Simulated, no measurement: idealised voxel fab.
Process module name: voxel tone inversion
The figure presents cross-section cut, which has a width of 215 nm and is divided into square cells with an edge length of 5 nm.
Cross-section = grid of square cells, listed top down in bands; band = one or more rows.
Heads up on the band format: heights come first, top then bottom, in nm. After that it's the materials left to right, each with its width in nm. A single material flagged "throughout" fills the whole band edge to edge, and "blank" means there's empty space there.
Below 0: as-received wafer, all one material; heights counted from there. Lowest band: no bottom, goes on down, written "0 -> down".
Top row gets the first number, bottom row gets the second, and each row in between changes by the same step: that is how a band width like "30->40" works.
When a step is marked "no modifications", none of the cells in the cross-section changed during that step.
Basically, "Enclosed void entries" tells you about the enclosed voids: empty spaces with no open way to the top, 8 cells or bigger, each written width x height at distance, where distance is from the left edge, all in nm.
after a step's settings: what the simulator itself notes on the step
Steps that use a mask can have "overlay nm" on their line. It says how far the mask sat to the right of where it was meant to be. Negative means to the left.

-- So here's the lineup of process steps we planned
1. RECEIVE [material Si]
2. CONFORMAL_DEP [material SiN] [thk nm 5]
3. DIRECTIONAL_DEP [material polySi] [thk nm 15]
4. PATTERN [tone cover] [mask id POSTS] [material resist] [width nm 20] [pitch nm 40] [thk nm 20] [overlay nm 0]
5. DIRECTIONAL_ETCH [etch materials polySi] [depth nm 15]
6. STRIP [etch materials resist]
7. FILL_DEP [material SiO2] [thk nm 5]
8. CMP [height nm 20]
9. STRIP [etch materials polySi]

-- Cross-section of the wafer at receipt, which is the condition after step 1
> 0 -> down  Si throughout
> Enclosed void entries: none

-- a wafer at the end: this start, this plan, one mistake
> 20 -> 5  blank: 35, polySi: 20, blank: 20, polySi: 20, blank: 20, polySi: 20, blank: 20, polySi: 20, blank: 40
> 5 -> 0  SiN throughout
> 0 -> down  Si throughout
> Enclosed void entries: none
Want to know what went wrong? planned and actual differ for step 9; actual: STRIP [etch materials SiO2]
